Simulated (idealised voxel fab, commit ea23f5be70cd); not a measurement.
Process module heading - voxel self aligned vias
In the cross-section labelled cut, the width is 285 nm and each square cell is 5 nm.
Reading order for cross-sections: top band down to bottom band. Underlying form: a grid of square cells. Band size: one or more rows of cells.
Basically the band line says how high the top is and how high the bottom is, in nm, and then what's in it from left to right, every material with its width in nm. Empty space shows up as "empty", and if a single material carries "throughout" it runs the full band edge to edge.
For the purposes of this specification, 0 denotes the height below which the wafer in its as-received condition is composed wholly of one material, and the lowermost band, lacking a lower limit, extends downward without end, as expressed in "from 0 down".
Note: "30->40" means the width goes from the first number (top row of the band) to the second number (bottom row) in equal steps per row of cells.
Where the words "remains unaltered" appear for a step, the cross-section shows no cell changed by that step; every cell remained as before.
"Fully closed voids": empty spaces of 8 cells or more with no open way to the top, each given as width x height at distance, distance from the left edge, all in nm.
On each step's line, the part that comes after the settings is the simulator's own comment on the step.
overlay nm: for a step with a mask, the amount by which the mask lay right of where it was planned; a negative amount means left of it.

[Steps planned for the process]
step 1: RECEIVE (material Si)
step 2: CONFORMAL_DEP (material SiO2; thk nm 10)
step 3: CONFORMAL_DEP (material SiCN; thk nm 5)
step 4: DIRECTIONAL_DEP (material lowk; thk nm 25)
step 5: PATTERN (tone open; mask id LINES; material resist; width nm 15; pitch nm 70; thk nm 15; overlay nm 0)
step 6: DIRECTIONAL_ETCH (etch materials lowk; depth nm 25)
step 7: STRIP (etch materials resist)
step 8: CONFORMAL_DEP (material TiN; thk nm 5)
step 9: FILL_DEP (material Ru; thk nm 10)
step 10: CMP (height nm 40)
step 11: SELECTIVE_ETCH (etch materials W Ru TiN; depth nm 5)
step 12: FILL_DEP (material SiN; thk nm 10)
step 13: CMP (height nm 40)
step 14: DIRECTIONAL_DEP (material lowk; thk nm 20)
step 15: DIRECTIONAL_DEP (material aC; thk nm 15)
step 16: PATTERN (tone open; mask id VIAS; material resist; width nm 45; pitch nm 70; thk nm 30; overlay nm 0)
step 17: DIRECTIONAL_ETCH (etch materials aC; depth nm 15)
step 18: STRIP (etch materials resist)
step 19: DIRECTIONAL_ETCH (etch materials lowk; depth nm 20)
step 20: DIRECTIONAL_ETCH (etch materials SiN; depth nm 5)
step 21: STRIP (etch materials aC)
step 22: CONFORMAL_DEP (material TiN; thk nm 5)
step 23: FILL_DEP (material Cu; thk nm 10)
step 24: CMP (height nm 60)
step 25: CONFORMAL_DEP (material SiCN; thk nm 5)
It is noted that the wafers described herein are identical at the outset and are distinguished by the width nm of step 5; the value stated in the plan corresponds to the first wafer.

[The first of several wafers as received, shown in cross-section; this is its state after step 1]
- from 0 down = Si throughout
- Fully closed voids: none

[The following table contains a row per wafer, in which are reported, at the conclusion of the module, the cells of each material gained (+) or lost (-) since the wafer's receipt, with its closed voids given thereafter]
width nm 15 | +44 Cu | +6 Ru | +114 SiCN | +114 SiO2 | +52 TiN | +411 lowk | Fully closed voids: none
width nm 20 | +46 Cu | +12 Ru | +114 SiCN | +114 SiO2 | +54 TiN | +401 lowk | Fully closed voids: none
width nm 25 | +48 Cu | +18 Ru | +114 SiCN | +114 SiO2 | +56 TiN | +391 lowk | Fully closed voids: none
width nm 30 | +50 Cu | +24 Ru | +114 SiCN | +114 SiO2 | +58 TiN | +381 lowk | Fully closed voids: none
width nm 35 | +52 Cu | +30 Ru | +114 SiCN | +114 SiO2 | +60 TiN | +371 lowk | Fully closed voids: none
width nm 40 | +54 Cu | +36 Ru | +114 SiCN | +114 SiO2 | +62 TiN | +361 lowk | Fully closed voids: none
